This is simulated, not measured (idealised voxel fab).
This is a process module. Its name is voxel local oxidation.
Cross-section cut: width 245 nm, square cells of 5 nm.
Format of a cross-section: grid, square cells. Given as bands. Order: top down. Band: one or more rows of cells.
What a band's entry tells you: where the top is and where the bottom is, as heights in nm, and after that what lies inside, material by material from left to right, each with its width in nm. Empty space is written as the word "empty", and a single material marked with the word "edge to edge" occupies the band from edge to edge.
Convention: height 0 is the level below which the wafer, as received, is all one material. The lowest band does not terminate at the bottom but continues downward, represented as "top 0, no bottom".
Per-row width for "30..40": begins at first number (top row of band), ends at second number (bottom row), increment between rows held constant.
The designation "all unchanged", where it is given for a processing step, indicates that no cell of the cross-section was altered in the course of that step.
"Closed void catalog" enumerates empty spaces isolated from the top, with no open way to it, that contain at least 8 cells, giving each as width x height at distance from the left edge, all three in nm.
Formally, on a step line, whatever follows the settings is a remark that the simulator itself makes on the step.
The line of a step may include "overlay nm". On a step with a mask, this value is how far to the right of its planned place the mask lay. A negative value means the mask lay to the left.
Steps in the process plan:
step 1: RECEIVE | material Si
step 2: OXIDIZE | depth nm 5
step 3: CONFORMAL_DEP | material SiN | thk nm 15
step 4: DIRECTIONAL_DEP | material aC | thk nm 15
step 5: PATTERN | tone cover | mask id ACTIVE | material resist | width nm 105 | thk nm 30 | overlay nm 0
step 6: DIRECTIONAL_ETCH | etch materials aC | depth nm 15
step 7: STRIP | etch materials resist
step 8: DIRECTIONAL_ETCH | etch materials SiN | depth nm 15
step 9: STRIP | etch materials aC
step 10: SELECTIVE_ETCH | etch materials SiO2 | depth nm 5
step 11: OXIDIZE | depth nm 15
step 12: STRIP | etch materials SiN
First wafer, as planned:
Cross-section of the incoming wafer, state after step 1:
* top 0, no bottom: Si edge to edge
* Closed void catalog: none
So this is the wafer cross-section right after step 2:
* top 0, bottom -5: SiO2 edge to edge
* Everything below -5 is unchanged.
So this is the wafer cross-section right after step 3:
* top 15, bottom 0: SiN edge to edge
* Everything below 0 is unchanged.
So this is the wafer cross-section right after step 4:
* top 30, bottom 15: aC edge to edge
* Everything below 15 is unchanged.
So this is the wafer cross-section right after step 5:
* top 60, bottom 30: 70 of empty, 105 of resist, 70 of empty
* Everything below 30 is unchanged.
So this is the wafer cross-section right after step 6:
* top 45, bottom 30: 70 of empty, 105 of resist, 70 of empty
* top 30, bottom 15: 70 of empty, 105 of aC, 70 of empty
* Everything below 15 is unchanged.
So this is the wafer cross-section right after step 7:
* top 30, bottom 15: 70 of empty, 105 of aC, 70 of empty
* Everything below 15 is unchanged.
So this is the wafer cross-section right after step 8:
* top 30, bottom 15: 70 of empty, 105 of aC, 70 of empty
* top 15, bottom 0: 70 of empty, 105 of SiN, 70 of empty
* Everything below 0 is unchanged.
So this is the wafer cross-section right after step 9:
* top 15, bottom 0: 70 of empty, 105 of SiN, 70 of empty
* Everything below 0 is unchanged.
So this is the wafer cross-section right after step 10:
* top 15, bottom 0: 70 of empty, 105 of SiN, 70 of empty
* top 0, bottom -5: 75 of empty, 95 of SiO2, 75 of empty
* Everything below -5 is unchanged.
So this is the wafer cross-section right after step 11:
* top 15, bottom 0: 70 of empty, 105 of SiN, 70 of empty
* top 0, bottom -5: 75 of empty, 95 of SiO2, 75 of empty
* top -5, bottom -20: 90 of SiO2, 65 of Si, 90 of SiO2
* Everything below -20 is unchanged.
So this is the wafer cross-section right after step 12:
* top 0, bottom -5: 75 of empty, 95 of SiO2, 75 of empty
* Everything below -5 is unchanged.
Wafer two of the pair: same origin, same plan, one error during the run; identical to wafer one up to and including step 10:
X-section, second wafer, when step 11 was due to finish:
* top 15, bottom 0: 70 of empty, 105 of SiN, 70 of empty
* top 0, bottom -5: 75 of empty, 95 of SiO2, 75 of empty
* top -5, bottom -20: 90 of SiO2, 65 of Si, 90 of SiO2
* Everything below -20 is unchanged.
X-section, second wafer, when step 12 was due to finish:
* top 0, bottom -5: 75 of empty, 95 of SiO2, 75 of empty
* Everything below -5 is unchanged.
So what did we get wrong on this run? step 11 of the plan saw execution twice
Given identical final cross-sections on the two wafers, the mistake has no effect on any quantity computed by this model.
